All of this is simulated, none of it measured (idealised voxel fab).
The process module that follows is named voxel local oxidation.
The cross-section shown here is cut; it is 205 nm wide and divided into square cells measuring 5 nm on a side.
Reading order for cross-sections: top band down to bottom band. Underlying form: a grid of square cells. Band size: one or more rows of cells. Quick guide to a band line: top height, bottom height (nm) up front; then every material left to right with its width in nm. Only one material and it's marked "everywhere"? Then it fills the band edge to edge. And "blank" just means empty space. For the purposes of this specification, 0 denotes the height below which the wafer in its as-received condition is composed wholly of one material, and the lowermost band, lacking a lower limit, extends downward without end, as expressed in "0 and below". Read "30->40" as a graded width: first number on top, second number at the bottom, same change between each pair of neighbouring rows. Step marked "identical to before"? Then no cell in the cross-section changed in it. The list in "Sealed internal cavities" covers empty spaces of 8 cells or more that cannot reach the top through any open way, and it gives each as width x height at distance; the distance is from the left edge, and width, height and distance are in nm. Heads up: the bit after the settings on a step's line is the simulator's remark on that step. Among the settings permitted on a step's line is "overlay nm"; applied to a step with a mask, it specifies the extent to which the mask lay to the right of its planned position, whereas a negative figure signifies a position to the left.
[Planned step list for the process]
- 1: RECEIVE: material Si
- 2: OXIDIZE: depth nm 5
- 3: CONFORMAL_DEP: material SiN, thk nm 10
- 4: MASKED_ETCH: tone cover, mask id ACTIVE, width nm 100, etch materials SiN, depth nm 10, overlay nm 0
- 5: SELECTIVE_ETCH: etch materials SiO2, depth nm 5
- 6: OXIDIZE: depth nm 10
- 7: STRIP: etch materials SiN
[Cross-sectional view of the wafer in its as-received condition, corresponding to the state after step 1]
> 0 and below | Si everywhere
> Sealed internal cavities: none
[The following cross-section depicts the wafer upon conclusion of the module. Processing commenced from the starting condition illustrated above and adhered to the plan illustrated above, save for one mistake in execution]
> 0 down to -5 | blank 55 nm / SiO2 90 nm / blank 60 nm
> -5 down to -15 | SiO2 everywhere
> -15 and below | Si everywhere
> Sealed internal cavities: none
Heads up, the wafer didn't run the way we planned it: it should be noted that step 2 was executed with settings other than those planned, the operation and settings actually applied being OXIDIZE: depth nm 15
